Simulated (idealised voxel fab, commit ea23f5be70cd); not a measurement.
Process module under the name voxel double patterning
We display cut, a cross-section 285 nm in width whose square cells are each 5 nm.
This document writes a cross-section as a grid whose cells are square, and gives it as bands, listed from the top down; one or more rows of cells form a band. The entry gives the band's vertical extent as a top height and a bottom height in nm, then its horizontal make-up as materials from left to right, each with a width in nm. "air" stands for empty space; a single material marked "everywhere" fills the band edge to edge. Height 0 is the level under which the wafer as received is all one material. The lowest band goes on downwards, as in "0..down". Graded width ("30 to 40"): value in top row of band = first number; value in bottom row = second number; row-to-row change constant. Given "nothing altered" for a step, no cell of the cross-section differs between before and after that step. Listed in "Enclosed void entries": every empty space of 8 or more cells without an open way to the top. Form: width x height at distance, the distance being from the left edge, all in nm. Heads up: the bit after the settings on a step's line is the simulator's remark on that step. Regarding "overlay nm": on a step with a mask, it is the distance the mask lay to the right of its planned place; a negative value places it to the left.
## List of planned process steps
- 1: RECEIVE, material Si
- 2: CONFORMAL_DEP, material SiO2, thk nm 5
- 3: DIRECTIONAL_DEP, material W, thk nm 10
- 4: DIRECTIONAL_DEP, material SiCN, thk nm 10
- 5: MASKED_ETCH, tone open, mask id FIRST, width nm 15, pitch nm 50, etch materials SiCN, depth nm 10, overlay nm 0
- 6: DIRECTIONAL_DEP, material aC, thk nm 15
- 7: PATTERN, tone open, mask id SECOND, material resist, width nm 15, thk nm 30, overlay nm 0
- 8: DIRECTIONAL_ETCH, etch materials aC, depth nm 15
- 9: STRIP, etch materials resist
- 10: DIRECTIONAL_ETCH, etch materials SiCN, depth nm 10
- 11: STRIP, etch materials aC
- 12: DIRECTIONAL_ETCH, etch materials W, depth nm 10
- 13: STRIP, etch materials SiCN
## Wafer, first of two, run as planned
## Wafer at receipt (post step 1), cross-section
* 0..down: Si everywhere
* Enclosed void entries: none
## Sectional view: wafer, after step 2
* 5..0: SiO2 everywhere
* Below 0, no change.
## Sectional view: wafer, after step 3
* 15..5: W everywhere
* Below 5, no change.
## Sectional view: wafer, after step 4
* 25..15: SiCN everywhere
* Below 15, no change.
## Sectional view: wafer, after step 5
* 25..15: 110 nm SiCN  15 nm air  35 nm SiCN  15 nm air  110 nm SiCN
* Below 15, no change.
## Sectional view: wafer, after step 6
* 40..30: 110 nm aC  15 nm air  35 nm aC  15 nm air  110 nm aC
* 30..25: aC everywhere
* 25..15: 110 nm SiCN  15 nm aC  35 nm SiCN  15 nm aC  110 nm SiCN
* Below 15, no change.
## Sectional view: wafer, after step 7
* 70..40: 135 nm resist  15 nm air  135 nm resist
* 40..30: 110 nm aC  15 nm resist  35 nm aC  15 nm resist  110 nm aC
* Below 30, no change.
## Sectional view: wafer, after step 8
* 55..40: 135 nm resist  15 nm air  135 nm resist
* 40..30: 110 nm aC  15 nm resist  10 nm aC  15 nm air  10 nm aC  15 nm resist  110 nm aC
* 30..25: 135 nm aC  15 nm air  135 nm aC
* Below 25, no change.
## Sectional view: wafer, after step 9
* 40..30: 110 nm aC  15 nm air  10 nm aC  15 nm air  10 nm aC  15 nm air  110 nm aC
* Below 30, no change.
## Sectional view: wafer, after step 10
* 40..30: 110 nm aC  15 nm air  10 nm aC  15 nm air  10 nm aC  15 nm air  110 nm aC
* 30..25: 135 nm aC  15 nm air  135 nm aC
* 25..15: 110 nm SiCN  15 nm aC  10 nm SiCN  15 nm air  10 nm SiCN  15 nm aC  110 nm SiCN
* Below 15, no change.
## Sectional view: wafer, after step 11
* 25..15: 110 nm SiCN  15 nm air  10 nm SiCN  15 nm air  10 nm SiCN  15 nm air  110 nm SiCN
* Below 15, no change.
## Sectional view: wafer, after step 12
* 25..15: 110 nm SiCN  15 nm air  10 nm SiCN  15 nm air  10 nm SiCN  15 nm air  110 nm SiCN
* 15..5: 110 nm W  15 nm air  10 nm W  15 nm air  10 nm W  15 nm air  110 nm W
* Below 5, no change.
## Sectional view: wafer, after step 13
* 15..5: 110 nm W  15 nm air  10 nm W  15 nm air  10 nm W  15 nm air  110 nm W
* Below 5, no change.
## Wafer two: like wafer one in start and plan, but with one mistake in execution; identical up to and including step 6
## At the planned end of step 7, the second wafer in cross-section
* 70..40: 135 nm air  15 nm resist  135 nm air
* Below 40, no change.
## At the planned end of step 8, the second wafer in cross-section
* 55..40: 135 nm air  15 nm resist  135 nm air
* 40..25: 135 nm air  15 nm aC  135 nm air
* 25..15: 110 nm SiCN  15 nm air  35 nm SiCN  15 nm air  110 nm SiCN
* Below 15, no change.
## At the planned end of step 9, the second wafer in cross-section
* 40..25: 135 nm air  15 nm aC  135 nm air
* Below 25, no change.
## At the planned end of step 10, the second wafer in cross-section
* 40..25: 135 nm air  15 nm aC  135 nm air
* 25..15: 135 nm air  15 nm SiCN  135 nm air
* Below 15, no change.
## At the planned end of step 11, the second wafer in cross-section
* 25..15: 135 nm air  15 nm SiCN  135 nm air
* Below 15, no change.
## At the planned end of step 12, the second wafer in cross-section
* 25..15: 135 nm air  15 nm SiCN  135 nm air
* 15..5: 135 nm air  15 nm W  135 nm air
* Below 5, no change.
## At the planned end of step 13, the second wafer in cross-section
* 15..5: 135 nm air  15 nm W  135 nm air
* Below 5, no change.
Misprocessing identified: rather than as planned, step 7 actually ran as PATTERN, tone cover, mask id SECOND, material resist, width nm 15, thk nm 30, overlay nm 0
Heads up, by the end the second wafer has more or fewer cells of some materials compared to the first: 90 fewer of W
